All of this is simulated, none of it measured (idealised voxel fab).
The document below concerns the process module designated voxel double patterning.
Xsec cut, 285 nm wide, square cell size 5 nm.
A cross-section is a grid of square cells, given in bands from the top down. A band is one or more rows of cells. First you get the band's top height and its bottom height, in nm, and then the materials it's made of, left to right, with each width in nm. If you see a single material with "everywhere", that one covers the band edge to edge. "blank" is empty space. Counting heights begins at 0, where everything beneath is, in the wafer as received, one material. The lowest band has no bottom; it goes on downwards, as "0 nm and below" shows. You'd read "30..40" like this: the band's top row of cells is as wide as the first number, its bottom row is as wide as the second, and going down, every row changes width by the same amount as the row before did. Step note "nothing different" = no cross-section cell changed. "Voids, fully enclosed" contains a list of empty spaces, each no smaller than 8 cells and without an open way to the top, written in the form width x height at distance with the distance from the left edge and all three in nm. On a step's line, text after the settings is the simulator commenting on that step. overlay nm: on a step with a mask, how far right of its planned place the mask lay; negative means left.

**Set out below are the planned steps of the process**
- 1: RECEIVE, material Si
- 2: CONFORMAL_DEP, material SiO2, thk nm 5
- 3: DIRECTIONAL_DEP, material W, thk nm 10
- 4: DIRECTIONAL_DEP, material SiCN, thk nm 10
- 5: MASKED_ETCH, tone open, mask id FIRST, width nm 15, pitch nm 50, etch materials SiCN, depth nm 10, overlay nm 0
- 6: DIRECTIONAL_DEP, material aC, thk nm 15
- 7: PATTERN, tone open, mask id SECOND, material resist, width nm 15, thk nm 30, overlay nm 0
- 8: DIRECTIONAL_ETCH, etch materials aC, depth nm 15
- 9: STRIP, etch materials resist
- 10: DIRECTIONAL_ETCH, etch materials SiCN, depth nm 10
- 11: STRIP, etch materials aC
- 12: DIRECTIONAL_ETCH, etch materials W, depth nm 10
- 13: STRIP, etch materials SiCN
Heads up: all these wafers start the same, and what changes between them is the width nm in step 5. The value you see in the plan is just what the first wafer got.

**As received, i.e. after step 1: cross-section through the first of several wafers**
- 0 nm and below  Si everywhere
- Voids, fully enclosed: none

**Cross-section after step 13, the final step of the module, for the first of several wafers**
- 15 nm to 5 nm  W 110  blank 15  W 10  blank 15  W 10  blank 15  W 110
- 5 nm to 0 nm  SiO2 everywhere
- 0 nm and below  Si everywhere
- Voids, fully enclosed: none

**Final wafer cross-section at module end**
- 15 nm to 5 nm  W 105  blank 45  W 5  blank 30  W 100
- 5 nm to 0 nm  SiO2 everywhere
- 0 nm and below  Si everywhere
- Voids, fully enclosed: none

**Per wafer, end of module: cells gained (+) or lost (-) per material since receipt, then closed voids**
width nm 15, +57 SiO2, +96 W, Voids, fully enclosed: none
width nm 20, +57 SiO2, +92 W, Voids, fully enclosed: none
width nm 25, +57 SiO2, +88 W, Voids, fully enclosed: none
width nm 30, +57 SiO2, +84 W, Voids, fully enclosed: none
